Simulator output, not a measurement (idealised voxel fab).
Presented below is a process module, voxel wiring stack.
Cross-section cut spans 190 nm and uses square cells 5 nm in size.
The cross-sections in this document take the form of a grid made of square cells. They are written out as bands, in order from top to bottom. Each band consists of one or more rows of cells. Band entry format. Leading values: height of top, height of bottom, nm. Remainder: materials in left-to-right order, each with its width in nm. Special words: "everywhere" on a single material, which then fills the band edge to edge; "empty", empty space. All heights in this document are referenced to 0, defined as the level beneath which the wafer, as received, consists entirely of one material. The lowest band is not bounded below; it extends indefinitely downward and is written in the form "0 nm and below". The expression "30 to 40" gives the width at the extremes of the band, the first number at its top row of cells and the second at its bottom row, with the width changing by equal amounts from each row to the next in between. Where the words "no modifications" appear for a step, the cross-section shows no cell changed by that step; every cell remained as before. Voids not open to the top, 8 cells minimum: see "Closed void register". Written width x height at distance; distance is from the left edge; nm. Past the settings on a step's line: simulator remark, on that step. You can add "overlay nm" to a step's line. For a step with a mask, it describes how far the mask lay to the right of its planned position, and a negative number describes a lay to the left.

-- Process steps - plan
- 1: RECEIVE with material Si
- 2: CONFORMAL_DEP with material SiO2, thk nm 10
- 3: DIRECTIONAL_DEP with material TiN, thk nm 5
- 4: DIRECTIONAL_DEP with material Ru, thk nm 25
- 5: PATTERN with tone cover, mask id METAL_1, material resist, width nm 25, pitch nm 40, thk nm 15, overlay nm 0
- 6: DIRECTIONAL_ETCH with etch materials Ru, depth nm 25
- 7: DIRECTIONAL_ETCH with etch materials TiN, depth nm 5
- 8: STRIP with etch materials resist
- 9: CONFORMAL_DEP with material SiCN, thk nm 5
- 10: FILL_DEP with material SiO2, thk nm 10
- 11: CMP with height nm 40
- 12: CONFORMAL_DEP with material SiCN, thk nm 5
- 13: DIRECTIONAL_DEP with material SiO2, thk nm 10
- 14: MASKED_ETCH with tone open, mask id PLUG_1, width nm 15, pitch nm 40, etch materials SiO2, depth nm 10, overlay nm 0
- 15: MASKED_ETCH with tone open, mask id PLUG_1, width nm 15, pitch nm 40, etch materials SiCN, depth nm 5, overlay nm 0
- 16: CONFORMAL_DEP with material TiN, thk nm 5
- 17: FILL_DEP with material W, thk nm 10
- 18: CMP with height nm 55
- 19: CONFORMAL_DEP with material SiN, thk nm 5
- 20: DIRECTIONAL_DEP with material SiO2, thk nm 20
- 21: DIRECTIONAL_DEP with material aC, thk nm 15
- 22: PATTERN with tone open, mask id METAL_2, material resist, width nm 25, pitch nm 40, thk nm 30, overlay nm 0
- 23: DIRECTIONAL_ETCH with etch materials aC, depth nm 15
- 24: STRIP with etch materials resist
- 25: DIRECTIONAL_ETCH with etch materials SiO2, depth nm 20
- 26: DIRECTIONAL_ETCH with etch materials SiN, depth nm 5
- 27: STRIP with etch materials aC
- 28: CONFORMAL_DEP with material TiN, thk nm 5
- 29: FILL_DEP with material Cu, thk nm 10
- 30: CMP with height nm 80
- 31: EPI with material Ru, thk nm 5
- 32: FILL_DEP with material SiCN, thk nm 5

-- as received, after step 1
  0 nm and below = Si everywhere
  Closed void register: none

-- Run as planned - first of the two wafers cross-sectioned at the end of the module
  90 nm to 85 nm = SiCN everywhere
  85 nm to 80 nm = SiCN=35 / Ru=35 / SiCN=5 / Ru=35 / SiCN=5 / Ru=35 / SiCN=40
  80 nm to 60 nm = SiO2=40 / TiN=5 / Cu=15 / TiN=5 / SiO2=15 / TiN=5 / Cu=15 / TiN=5 / SiO2=15 / TiN=5 / Cu=15 / TiN=5 / SiO2=45
  60 nm to 55 nm = SiN=40 / TiN=25 / SiN=15 / TiN=25 / SiN=15 / TiN=25 / SiN=45
  55 nm to 45 nm = SiO2=40 / TiN=5 / W=5 / TiN=5 / SiO2=25 / TiN=5 / W=5 / TiN=5 / SiO2=25 / TiN=5 / W=5 / TiN=5 / SiO2=55
  45 nm to 40 nm = SiCN=40 / TiN=15 / SiCN=25 / TiN=15 / SiCN=25 / TiN=15 / SiCN=55
  40 nm to 15 nm = SiO2=35 / SiCN=5 / Ru=25 / SiCN=5 / SiO2=5 / SiCN=5 / Ru=25 / SiCN=5 / SiO2=5 / SiCN=5 / Ru=25 / SiCN=5 / SiO2=40
  15 nm to 10 nm = SiCN=40 / TiN=25 / SiCN=15 / TiN=25 / SiCN=15 / TiN=25 / SiCN=45
  10 nm to 0 nm = SiO2 everywhere
  0 nm and below = Si everywhere
  Closed void register: none

-- Here is the second of the two wafers cut open at the end of the module - same start, same plan as the first one, but we made one mistake running it
  90 nm to 85 nm = SiCN everywhere
  85 nm to 80 nm = SiCN=35 / Ru=35 / SiCN=5 / Ru=35 / SiCN=5 / Ru=35 / SiCN=40
  80 nm to 60 nm = SiO2=40 / TiN=5 / Cu=15 / TiN=5 / SiO2=15 / TiN=5 / Cu=15 / TiN=5 / SiO2=15 / TiN=5 / Cu=15 / TiN=5 / SiO2=45
  60 nm to 55 nm = SiN=40 / TiN=25 / SiN=15 / TiN=25 / SiN=15 / TiN=25 / SiN=45
  55 nm to 45 nm = SiO2=40 / TiN=5 / W=5 / TiN=5 / SiO2=25 / TiN=5 / W=5 / TiN=5 / SiO2=25 / TiN=5 / W=5 / TiN=5 / SiO2=55
  45 nm to 40 nm = SiCN=40 / TiN=15 / SiCN=25 / TiN=15 / SiCN=25 / TiN=15 / SiCN=55
  40 nm to 15 nm = TiN=35 / SiCN=5 / Ru=25 / SiCN=5 / TiN=5 / SiCN=5 / Ru=25 / SiCN=5 / TiN=5 / SiCN=5 / Ru=25 / SiCN=5 / TiN=40
  15 nm to 10 nm = SiCN=40 / TiN=25 / SiCN=15 / TiN=25 / SiCN=15 / TiN=25 / SiCN=45
  10 nm to 0 nm = SiO2 everywhere
  0 nm and below = Si everywhere
  Closed void register: none
What broke from the plan during processing? for step 10, the planned setting was not used; the step was instead run as FILL_DEP with material TiN, thk nm 10
Count the cells at the end and the second wafer has more or fewer of some materials than the first: SiO2: 85 fewer; TiN: 85 more
